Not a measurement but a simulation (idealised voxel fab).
The process module presented herein is designated voxel transistor to metal.
Square cell edge 5 nm, section width 145 nm, ID cut.
Format of a cross-section: grid, square cells. Given as bands. Order: top down. Band: one or more rows of cells. Band: top and bottom heights (nm) first, top before bottom; then materials from left to right, widths in nm. "all across" marks a sole material filling the band edge to edge. "blank" denotes empty space. Zero point of the height axis is 0; under it, received wafer = one material. Lowest band: continues down indefinitely, "0 down". Width spec "30..40" -> top row of cells at first value, bottom row at second value, equal per-row change in between. Step marked "no alterations made"? Then no cell in the cross-section changed in it. The list in "Enclosed voids" covers empty spaces of 8 cells or more that cannot reach the top through any open way, and it gives each as width x height at distance; the distance is from the left edge, and width, height and distance are in nm. Formally, on a step line, whatever follows the settings is a remark that the simulator itself makes on the step. The "overlay nm" setting may appear on a step's line; for a step that uses a mask, it gives how far to the right of its planned position the mask lay, and a negative value indicates the left.

These are the steps we planned for the process:
- 1: RECEIVE [material Si]
- 2: OXIDIZE [depth nm 5]
- 3: CONFORMAL_DEP [material SiN] [thk nm 10]
- 4: PATTERN [tone cover] [mask id ACTIVE] [material resist] [width nm 85] [thk nm 15] [overlay nm 0]
- 5: DIRECTIONAL_ETCH [etch materials SiN] [depth nm 10]
- 6: DIRECTIONAL_ETCH [etch materials SiO2] [depth nm 5]
- 7: DIRECTIONAL_ETCH [etch materials Si] [depth nm 25]
- 8: STRIP [etch materials resist]
- 9: FILL_DEP [material SiO2] [thk nm 5]
- 10: CMP [height nm 10]
- 11: SELECTIVE_ETCH [etch materials SiO2] [depth nm 5]
- 12: STRIP [etch materials SiN]
- 13: SELECTIVE_ETCH [etch materials SiO2] [depth nm 5]
- 14: OXIDIZE [depth nm 5]
- 15: DIRECTIONAL_DEP [material polySi] [thk nm 25]
- 16: DIRECTIONAL_DEP [material SiCN] [thk nm 15]
- 17: MASKED_ETCH [tone cover] [mask id GATE] [width nm 15] [etch materials SiCN] [depth nm 25] [overlay nm 0]
- 18: MASKED_ETCH [tone cover] [mask id GATE] [width nm 15] [etch materials polySi] [depth nm 35] [overlay nm 0]
- 19: CONFORMAL_DEP [material SiO2] [thk nm 5]
- 20: DIRECTIONAL_ETCH [etch materials SiO2] [depth nm 5]
- 21: CONFORMAL_DEP [material SiN] [thk nm 10]
- 22: DIRECTIONAL_ETCH [etch materials SiN] [depth nm 10]
- 23: DIRECTIONAL_ETCH [etch materials SiO2] [depth nm 5]
- 24: DIRECTIONAL_ETCH [etch materials Si] [depth nm 5]
- 25: EPI [material SiGe] [thk nm 5]
- 26: FILL_DEP [material SiO2] [thk nm 10]
- 27: CMP [height nm 35]
- 28: DIRECTIONAL_DEP [material SiO2] [thk nm 15]
- 29: PATTERN [tone open] [mask id CONTACT] [material resist] [width nm 25] [pitch nm 50] [thk nm 15] [overlay nm 0]
- 30: DIRECTIONAL_ETCH [etch materials SiO2] [depth nm 55]
- 31: STRIP [etch materials resist]
- 32: CONFORMAL_DEP [material TiN] [thk nm 5]
- 33: FILL_DEP [material W] [thk nm 5]
- 34: CMP [height nm 50]
- 35: DIRECTIONAL_DEP [material TiN] [thk nm 5]
- 36: DIRECTIONAL_DEP [material W] [thk nm 25]
- 37: MASKED_ETCH [tone cover] [mask id METAL_1] [width nm 15] [pitch nm 60] [etch materials W] [depth nm 25] [overlay nm 0]
- 38: MASKED_ETCH [tone cover] [mask id METAL_1] [width nm 15] [pitch nm 60] [etch materials TiN] [depth nm 5] [overlay nm 0]
- 39: CONFORMAL_DEP [material SiCN] [thk nm 5]
- 40: FILL_DEP [material SiO2] [thk nm 10]
- 41: CMP [height nm 80]
- 42: CONFORMAL_DEP [material SiCN] [thk nm 5]

Shown in cross-section is the wafer as received, that is, as it stands after step 1:
- 0 down | Si all across
- Enclosed voids: none

Cross-section, first of two wafers, end of module, run as planned:
- 85 to 80 | SiCN all across
- 80 to 55 | SiO2 30 nm  SiCN 5 nm  W 15 nm  SiCN 5 nm  SiO2 35 nm  SiCN 5 nm  W 15 nm  SiCN 5 nm  SiO2 30 nm
- 55 to 50 | SiCN 35 nm  TiN 15 nm  SiCN 45 nm  TiN 15 nm  SiCN 35 nm
- 50 to 40 | SiO2 35 nm  TiN 5 nm  W 15 nm  TiN 5 nm  SiO2 25 nm  TiN 5 nm  W 15 nm  TiN 5 nm  SiO2 35 nm
- 40 to 35 | SiO2 35 nm  TiN 5 nm  W 5 nm  TiN 15 nm  SiO2 25 nm  TiN 15 nm  W 5 nm  TiN 5 nm  SiO2 35 nm
- 35 to 20 | SiO2 35 nm  TiN 5 nm  W 5 nm  TiN 5 nm  SiN 10 nm  SiO2 5 nm  SiCN 15 nm  SiO2 5 nm  SiN 10 nm  TiN 5 nm  W 5 nm  TiN 5 nm  SiO2 35 nm
- 20 to 5 | SiO2 35 nm  TiN 5 nm  W 5 nm  TiN 5 nm  SiN 10 nm  SiO2 5 nm  polySi 15 nm  SiO2 5 nm  SiN 10 nm  TiN 5 nm  W 5 nm  TiN 5 nm  SiO2 35 nm
- 5 to 0 | SiO2 35 nm  TiN 15 nm  SiN 10 nm  SiO2 5 nm  polySi 15 nm  SiO2 5 nm  SiN 10 nm  TiN 15 nm  SiO2 35 nm
- 0 to -5 | SiO2 30 nm  SiN 10 nm  TiN 10 nm  SiN 10 nm  SiO2 5 nm  polySi 15 nm  SiO2 5 nm  SiN 10 nm  TiN 10 nm  SiN 10 nm  SiO2 30 nm
- -5 to -10 | SiO2 40 nm  SiGe 10 nm  SiO2 45 nm  SiGe 10 nm  SiO2 40 nm
- -10 to -15 | SiO2 30 nm  Si 10 nm  SiGe 10 nm  Si 45 nm  SiGe 10 nm  Si 10 nm  SiO2 30 nm
- -15 to -30 | SiO2 30 nm  Si 85 nm  SiO2 30 nm
- -30 down | Si all across
- Enclosed voids: none

Cross-section of the latter of the two wafers at module completion. It had an identical start and an identical plan to the former; in running it, one mistake was made:
- 85 to 80 | SiCN all across
- 80 to 55 | SiO2 30 nm  SiCN 5 nm  W 15 nm  SiCN 5 nm  SiO2 35 nm  SiCN 5 nm  W 15 nm  SiCN 5 nm  SiO2 30 nm
- 55 to 50 | SiCN 35 nm  TiN 15 nm  SiCN 45 nm  TiN 15 nm  SiCN 35 nm
- 50 to 40 | SiO2 35 nm  TiN 5 nm  W 15 nm  TiN 5 nm  SiO2 25 nm  TiN 5 nm  W 15 nm  TiN 5 nm  SiO2 35 nm
- 40 to 35 | SiO2 35 nm  TiN 5 nm  W 5 nm  TiN 15 nm  SiO2 25 nm  TiN 15 nm  W 5 nm  TiN 5 nm  SiO2 35 nm
- 35 to 30 | SiO2 35 nm  TiN 15 nm  SiN 10 nm  SiO2 5 nm  SiCN 15 nm  SiO2 5 nm  SiN 10 nm  TiN 15 nm  SiO2 35 nm
- 30 to 25 | SiCN 25 nm  SiO2 5 nm  SiN 10 nm  TiN 10 nm  SiN 10 nm  SiO2 5 nm  SiCN 15 nm  SiO2 5 nm  SiN 10 nm  TiN 10 nm  SiN 10 nm  SiO2 5 nm  SiCN 25 nm
- 25 to 20 | polySi 25 nm  SiCN 95 nm  polySi 25 nm
- 20 to 0 | polySi all across
- 0 to -5 | SiO2 25 nm  polySi 95 nm  SiO2 25 nm
- -5 to -10 | SiO2 all across
- -10 to -30 | SiO2 30 nm  Si 85 nm  SiO2 30 nm
- -30 down | Si all across
- Enclosed voids: none
Error vs. plan: step 16 of the plan was executed twice over
Final difference in cells, second wafer against first, listed per material as more or fewer: Si +4, SiCN +26, SiGe -8, SiN -24, SiO2 -92, TiN -24, W -12, polySi +130
